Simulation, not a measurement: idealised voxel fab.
This is a process module. Its name is voxel self aligned contacts.
We display cut, a cross-section 220 nm in width whose square cells are each 5 nm.
Cross-sections here: square-cell grids, written as top-down lists of bands, a band being one or more rows of cells.
Within each band entry, the heights of the top and of the bottom of the band appear first, in that order and in nm; the materials of the band then follow from left to right, each with its corresponding width in nm. The designation "edge to edge" on a single material indicates that it fills the band from edge to edge; the designation "empty" indicates empty space.
A quick word on heights: they are counted from 0, and under that level the wafer as it came to us is one material throughout. The lowest band is different from the rest in having no bottom; it simply continues downward, written as in "0 down".
The notation "30..40" denotes a width that varies across the rows of cells in the band, beginning at the first number in the top row, finishing at the second number in the bottom row, and changing by an identical amount from each row to the next.
Any step labelled "no modifications" changed none of the cells in the cross-section.
You'll see "Cavities, closed" listing empty spaces that have no way open to the top, as long as they're 8 cells or more; the notation is width x height at distance, where the distance is from the left edge, and all of it is in nm.
Whatever follows a step's settings on its line is a remark the simulator itself makes about that step.
"overlay nm", when on a step's line for a step with a mask, measures how far to the right of its planned place the mask lay; a negative measure means to the left.

-- Process steps (planned)
step 1: RECEIVE [material Si]
step 2: OXIDIZE [depth nm 5]
step 3: DIRECTIONAL_DEP [material polySi] [thk nm 30]
step 4: DIRECTIONAL_DEP [material SiN] [thk nm 15]
step 5: MASKED_ETCH [tone cover] [mask id GATE] [width nm 30] [pitch nm 60] [etch materials SiN] [depth nm 15] [overlay nm 0]
step 6: MASKED_ETCH [tone cover] [mask id GATE] [width nm 30] [pitch nm 60] [etch materials polySi] [depth nm 30] [overlay nm 0]
step 7: CONFORMAL_DEP [material SiN] [thk nm 5]
step 8: DIRECTIONAL_ETCH [etch materials SiN] [depth nm 5]
step 9: FILL_DEP [material SiO2] [thk nm 15]
step 10: CMP [height nm 55]
step 11: PATTERN [tone open] [mask id CONTACT] [material resist] [width nm 40] [pitch nm 60] [thk nm 20] [overlay nm 0]
step 12: DIRECTIONAL_ETCH [etch materials SiO2] [depth nm 60]
step 13: STRIP [etch materials resist]
step 14: CONFORMAL_DEP [material TiN] [thk nm 5]
step 15: FILL_DEP [material W] [thk nm 5]
step 16: CMP [height nm 55]
step 17: CONFORMAL_DEP [material SiN] [thk nm 5]

-- as received, after step 1
	0 down = Si edge to edge
	Cavities, closed: none

-- End-of-module XS, first of two wafers, run as planned
	60 to 55 = SiN edge to edge
	55 to 45 = SiO2 60 nm; TiN 5..15 nm; W 30..10 nm; TiN 5..15 nm; SiO2 20 nm; TiN 5..15 nm; W 30..10 nm; TiN 5..15 nm; SiO2 60 nm
	45 to 30 = SiO2 30 nm; SiN 40 nm; TiN 5 nm; W 10 nm; TiN 5 nm; SiN 40 nm; TiN 5 nm; W 10 nm; TiN 5 nm; SiN 40 nm; SiO2 30 nm
	30 to 0 = SiO2 30 nm; SiN 5 nm; polySi 30 nm; SiN 5 nm; TiN 5 nm; W 10 nm; TiN 5 nm; SiN 5 nm; polySi 30 nm; SiN 5 nm; TiN 5 nm; W 10 nm; TiN 5 nm; SiN 5 nm; polySi 30 nm; SiN 5 nm; SiO2 30 nm
	0 to -5 = SiO2 70 nm; TiN 20 nm; SiO2 40 nm; TiN 20 nm; SiO2 70 nm
	-5 down = Si edge to edge
	Cavities, closed: none

-- Second wafer cross-section at end of module - shared start and plan with the first, one mistake in the run
	60 to 55 = SiN edge to edge
	55 to 45 = SiO2 60 nm; TiN 5..15 nm; W 30..10 nm; TiN 5..15 nm; SiO2 20 nm; TiN 5..15 nm; W 30..10 nm; TiN 5..15 nm; SiO2 60 nm
	45 to 20 = SiO2 30 nm; SiN 5 nm; polySi 30 nm; SiN 5 nm; TiN 5 nm; W 10 nm; TiN 5 nm; SiN 5 nm; polySi 30 nm; SiN 5 nm; TiN 5 nm; W 10 nm; TiN 5 nm; SiN 5 nm; polySi 30 nm; SiN 5 nm; SiO2 30 nm
	20 to 15 = SiO2 30 nm; SiN 5 nm; polySi 30 nm; SiN 5 nm; TiN 20 nm; SiN 5 nm; polySi 30 nm; SiN 5 nm; TiN 20 nm; SiN 5 nm; polySi 30 nm; SiN 5 nm; SiO2 30 nm
	15 to 0 = polySi edge to edge
	0 to -5 = SiO2 edge to edge
	-5 down = Si edge to edge
	Cavities, closed: none
Deviation noted in wafer processing: heads up, step 4 didn't go per plan, it actually ran as DIRECTIONAL_DEP [material polySi] [thk nm 15]
Final cells, second wafer relative to first, materials higher or lower: -72 SiN | -28 SiO2 | -16 TiN | -16 W | +132 polySi
